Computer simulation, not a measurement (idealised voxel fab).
process module | voxel released beams
cross-section cut | 245 nm wide | cells 5 nm
A cross-section is a grid of square cells, given in bands from the top down. A band is one or more rows of cells.
Each band's line starts with the height of the band's top and of its bottom, in nm. Then come its materials from left to right, each with its width in nm. One material with "throughout" fills the band from edge to edge. "air" is empty space.
Height 0 is the level under which the wafer as received is all one material. The lowest band goes on downwards, as in "0 down".
A width such as "30 to 40" changes by the same amount from each row of cells to the next, from the band's top row to its bottom row.
"no change" after a step means that no cell of the cross-section changed.
closed voids: empty space of 8 cells or more with no open way to the top, each as width x height at its distance from the left edge, in nm
after a step's settings: what the simulator itself notes on the step
overlay nm, on a step with a mask: how far to the right of its planned place the mask lay; to the left if negative
plan
1 op RECEIVE | material Si
2 op CONFORMAL_DEP | material Al2O3 | thk nm 5
3 op DIRECTIONAL_DEP | material SiO2 | thk nm 15
4 op PATTERN | tone open | mask id ANCHOR | material resist | width nm 35 | thk nm 15 | overlay nm 0
5 op DIRECTIONAL_ETCH | etch materials SiO2 | depth nm 15
6 op STRIP | etch materials resist
7 op CONFORMAL_DEP | material W | thk nm 15
8 op PATTERN | tone cover | mask id BEAM | material resist | width nm 105 | thk nm 20 | overlay nm 0
9 op DIRECTIONAL_ETCH | etch materials W | depth nm 15
10 op STRIP | etch materials resist
11 op STRIP | etch materials SiO2
varied across the wafers: width nm of step 4. The plan shows the first wafer's value. All wafers start alike
first wafer as received, after step 1
  0 down: Si throughout
  closed voids: none
each wafer at the end: cells of each material gained (+) or lost (-) since it was received, then its closed voids
width nm 35 | +49 Al2O3 | +81 W | closed voids: none
width nm 40 | +49 Al2O3 | +81 W | closed voids: none
width nm 45 | +49 Al2O3 | +81 W | closed voids: none
width nm 50 | +49 Al2O3 | +81 W | closed voids: none
width nm 55 | +49 Al2O3 | +81 W | closed voids: none
width nm 60 | +49 Al2O3 | +81 W | closed voids: none
